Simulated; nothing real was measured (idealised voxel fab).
You're looking at the process module voxel wiring stack.
Cross-section cut: width 240 nm, square cells of 5 nm.
Cross-section, as written here: a square-cell grid given band by band from the top down, where a band holds one or more rows of cells.
Each band's line starts with the height of the band's top and of its bottom, in nm. Then come its materials from left to right, each with its width in nm. One material with "full width" fills the band from edge to edge. "blank" is empty space.
Height reference: 0 = level under which incoming wafer is all one material. Lowest band: no bottom, runs on downward, e.g. "0 and below".
The notation "30->40" denotes a width that varies across the rows of cells in the band, beginning at the first number in the top row, finishing at the second number in the bottom row, and changing by an identical amount from each row to the next.
What does "no change" mean for a step? It means no cell of the cross-section changed in that step.
"Fully sealed cavities": empty spaces of 8 cells or more with no open way to the top, each given as width x height at distance, distance from the left edge, all in nm.
Past the settings on a step's line: simulator remark, on that step.
overlay nm: step with mask; distance mask lay right of planned place; negative value = left of planned place.

### The steps planned for the process are as follows
| 1 | RECEIVE with material Si |
| 2 | CONFORMAL_DEP with material SiO2, thk nm 15 |
| 3 | CONFORMAL_DEP with material SiN, thk nm 5 |
| 4 | DIRECTIONAL_DEP with material SiO2, thk nm 20 |
| 5 | MASKED_ETCH with tone open, mask id METAL_1, width nm 30, pitch nm 50, etch materials SiO2, depth nm 20, overlay nm 0 |
| 6 | MASKED_ETCH with tone open, mask id METAL_1, width nm 30, pitch nm 50, etch materials SiN, depth nm 5, overlay nm 0 |
| 7 | CONFORMAL_DEP with material TiN, thk nm 5 |
| 8 | FILL_DEP with material Cu, thk nm 5 |
| 9 | CMP with height nm 40 |
| 10 | CONFORMAL_DEP with material SiCN, thk nm 5 |
| 11 | DIRECTIONAL_DEP with material SiO2, thk nm 15 |
| 12 | PATTERN with tone open, mask id PLUG_1, material resist, width nm 15, pitch nm 50, thk nm 15, overlay nm 0 |
| 13 | DIRECTIONAL_ETCH with etch materials SiO2, depth nm 15 |
| 14 | DIRECTIONAL_ETCH with etch materials SiCN, depth nm 5 |
| 15 | STRIP with etch materials resist |
| 16 | CONFORMAL_DEP with material TiN, thk nm 5 |
| 17 | FILL_DEP with material Ru, thk nm 5 |
| 18 | CMP with height nm 60 |
| 19 | DIRECTIONAL_DEP with material TiN, thk nm 5 |
| 20 | DIRECTIONAL_DEP with material Ru, thk nm 20 |
| 21 | DIRECTIONAL_DEP with material aC, thk nm 10 |
| 22 | PATTERN with tone cover, mask id METAL_2, material resist, width nm 30, pitch nm 50, thk nm 25, overlay nm 0 |
| 23 | DIRECTIONAL_ETCH with etch materials aC, depth nm 10 |
| 24 | STRIP with etch materials resist |
| 25 | DIRECTIONAL_ETCH with etch materials Ru, depth nm 20 |
| 26 | DIRECTIONAL_ETCH with etch materials TiN, depth nm 5 |
| 27 | STRIP with etch materials aC |
| 28 | CONFORMAL_DEP with material SiCN, thk nm 5 |
| 29 | FILL_DEP with material lowk, thk nm 5 |
| 30 | CMP with height nm 75 |
| 31 | CONFORMAL_DEP with material SiCN, thk nm 5 |
| 32 | DIRECTIONAL_DEP with material SiO2, thk nm 30 |
| 33 | PATTERN with tone open, mask id METAL_3_HOLES, material resist, width nm 15, pitch nm 100, thk nm 15, overlay nm 0 |
| 34 | DIRECTIONAL_ETCH with etch materials SiO2, depth nm 30 |
| 35 | STRIP with etch materials resist |
| 36 | PATTERN with tone open, mask id METAL_3, material resist, width nm 30, pitch nm 50, thk nm 20, overlay nm 0 |
| 37 | DIRECTIONAL_ETCH with etch materials SiO2, depth nm 20 |
| 38 | DIRECTIONAL_ETCH with etch materials SiCN, depth nm 5 |
| 39 | STRIP with etch materials resist |
| 40 | CONFORMAL_DEP with material TiN, thk nm 5 |
| 41 | FILL_DEP with material Cu, thk nm 10 |
| 42 | CMP with height nm 120 |
| 43 | CONFORMAL_DEP with material SiCN, thk nm 5 |
Don't read the plan's height nm for step 30 as applying to every wafer: that's the first wafer's value, and the wafers differ in it, though they all start identical.

### Cross-section of the first of several wafers as received (after step 1)
	0 and below | Si full width
	Fully sealed cavities: none

### Below is a per-wafer table. In it, each row describes the wafer at the end of the module by giving, for each material, the number of cells gained (+) or lost (-) since the wafer was received, and after that the closed voids of the wafer
height nm 75 | +182 Cu | +60 Ru | +166 SiCN | +24 SiN | +528 SiO2 | +208 TiN | +32 lowk | Fully sealed cavities: none
height nm 80 | +134 Cu | +84 Ru | +174 SiCN | +24 SiN | +528 SiO2 | +208 TiN | +48 lowk | Fully sealed cavities: none
height nm 85 | +118 Cu | +108 Ru | +182 SiCN | +24 SiN | +528 SiO2 | +176 TiN | +64 lowk | Fully sealed cavities: none
height nm 90 | +102 Cu | +108 Ru | +214 SiCN | +24 SiN | +504 SiO2 | +168 TiN | +80 lowk | Fully sealed cavities: none
height nm 95 | +86 Cu | +108 Ru | +214 SiCN | +24 SiN | +480 SiO2 | +160 TiN | +128 lowk | Fully sealed cavities: none
